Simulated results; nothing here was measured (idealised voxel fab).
The document below concerns the process module designated voxel plated lines.
Xsec cut, 225 nm wide, square cell size 5 nm.
Think of the cross-section as a grid of square cells. We describe it in bands, top to bottom, and each band covers one or more rows of those cells. Per band: top height and bottom height in nm, followed by the left-to-right materials and their widths in nm; "edge to edge" marks a single material spanning edge to edge, "air" marks empty space. Height 0 is the level under which the wafer as received is all one material. The lowest band goes on downwards, as in "0 nm and below". The two numbers in a width such as "30 to 40" mark its ends across the band: the first belongs to the top row of cells, the second to the bottom row, and from each row to the next the width moves by the same amount. You'll sometimes find "nothing got changed" written for a step, and that's the way of saying that nowhere in the cross-section did a cell change during that step. "Trapped void list" - sealed voids, min. 8 cells, no opening to top; format: width x height at distance (distance from left edge; nm throughout). On a step's line, text after the settings is the simulator commenting on that step. overlay nm: right-of-plan distance of the mask on a masked step; negative values mean left-of-plan.

## Process steps foreseen in the plan
1: RECEIVE,material Si
2: CONFORMAL_DEP,material Al2O3,thk nm 15
3: DIRECTIONAL_DEP,material TiN,thk nm 5
4: PATTERN,tone open,mask id LINES,material resist,width nm 30,pitch nm 55,thk nm 30,overlay nm 0
5: EPI,material Ru,thk nm 5
6: EPI,material Ru,thk nm 5
7: STRIP,etch materials resist
8: DIRECTIONAL_ETCH,etch materials TiN,depth nm 5
9: CONFORMAL_DEP,material SiO2,thk nm 10

## The cross-section here shows the wafer as received, i.e. in its state after step 1
0 nm and below: Si edge to edge
Trapped void list: none

## Final wafer profile in cross-section after the module, from the same start and plan as above, with one mistake made during processing
40 nm to 30 nm: 10 nm air | 40 nm SiO2 | 15 nm air | 40 nm SiO2 | 15 nm air | 40 nm SiO2 | 15 nm air | 40 nm SiO2 | 10 nm air
30 nm to 25 nm: 10 nm air | 10 nm SiO2 | 20 nm Ru | 10 nm SiO2 | 15 nm air | 10 nm SiO2 | 20 nm Ru | 10 nm SiO2 | 15 nm air | 10 nm SiO2 | 20 nm Ru | 10 nm SiO2 | 15 nm air | 10 nm SiO2 | 20 nm Ru | 10 nm SiO2 | 10 nm air
25 nm to 20 nm: 20 nm SiO2 | 20 nm Ru | 35 nm SiO2 | 20 nm Ru | 35 nm SiO2 | 20 nm Ru | 35 nm SiO2 | 20 nm Ru | 20 nm SiO2
20 nm to 15 nm: 20 nm SiO2 | 20 nm TiN | 35 nm SiO2 | 20 nm TiN | 35 nm SiO2 | 20 nm TiN | 35 nm SiO2 | 20 nm TiN | 20 nm SiO2
15 nm to 0 nm: Al2O3 edge to edge
0 nm and below: Si edge to edge
Trapped void list: none
What went wrong in running the wafer? step 4 ran with different settings than intended, the actual operation and settings being PATTERN,tone open,mask id LINES,material resist,width nm 20,pitch nm 55,thk nm 30,overlay nm 0
